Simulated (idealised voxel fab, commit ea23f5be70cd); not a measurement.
The name of this process module is voxel released beams.
Xsec cut, 300 nm wide, square cell size 5 nm.
Think of the cross-section as a grid of square cells. We describe it in bands, top to bottom, and each band covers one or more rows of those cells.
Heights first: top, then bottom, in nm. Then materials, left to right, each with a width in nm. "edge to edge" on a single material: fills the band edge to edge. "blank": empty space.
Counting heights begins at 0, where everything beneath is, in the wafer as received, one material. The lowest band has no bottom; it goes on downwards, as "top 0, no bottom" shows.
Quick explanation for "30->40": the width changes in equal steps down the rows of cells, from the first number in the band's top row to the second number in its bottom row.
"no alterations made" after a step means that no cell of the cross-section changed.
Look at "Voids, enclosed" for the closed voids: empty spaces with no open path to the top, sized 8 cells or up. Each is width x height at distance, distance from the left edge, all nm.
What comes after the settings on a step's line is commentary from the simulator itself on that step.
The optional step-line setting "overlay nm" applies to steps with a mask and quantifies how far to the right of its planned location the mask lay, a negative value indicating leftward placement.
-- The steps planned for the process are as follows
1) RECEIVE with material Si
2) CONFORMAL_DEP with material Al2O3, thk nm 10
3) DIRECTIONAL_DEP with material SiO2, thk nm 10
4) DIRECTIONAL_DEP with material aC, thk nm 10
5) PATTERN with tone open, mask id ANCHOR, material resist, width nm 40, thk nm 25, overlay nm 0
6) DIRECTIONAL_ETCH with etch materials aC, depth nm 10
7) STRIP with etch materials resist
8) DIRECTIONAL_ETCH with etch materials SiO2, depth nm 10
9) STRIP with etch materials aC
10) CONFORMAL_DEP with material SiN, thk nm 15
11) DIRECTIONAL_DEP with material aC, thk nm 15
12) PATTERN with tone cover, mask id BEAM, material resist, width nm 90, thk nm 30, overlay nm 0
13) DIRECTIONAL_ETCH with etch materials aC, depth nm 15
14) STRIP with etch materials resist
15) DIRECTIONAL_ETCH with etch materials SiN, depth nm 15
16) STRIP with etch materials aC
17) STRIP with etch materials SiO2
Quick note for whoever runs this: the wafers start identical, but the width nm at step 12 isn't the same across them. The plan just shows what the first wafer had.
-- Cross-section of the first of several wafers on receipt, reflecting completion of step 1
top 0, no bottom | Si edge to edge
Voids, enclosed: none
-- Row per wafer, end-of-module: cell gain (+)/loss (-) by material since the wafer came in, then closed voids
width nm 90; +120 Al2O3; +66 SiN; Voids, enclosed: none
width nm 95; +120 Al2O3; +69 SiN; Voids, enclosed: none
width nm 100; +120 Al2O3; +72 SiN; Voids, enclosed: none
width nm 105; +120 Al2O3; +75 SiN; Voids, enclosed: none
width nm 110; +120 Al2O3; +78 SiN; Voids, enclosed: none
width nm 115; +120 Al2O3; +81 SiN; Voids, enclosed: none
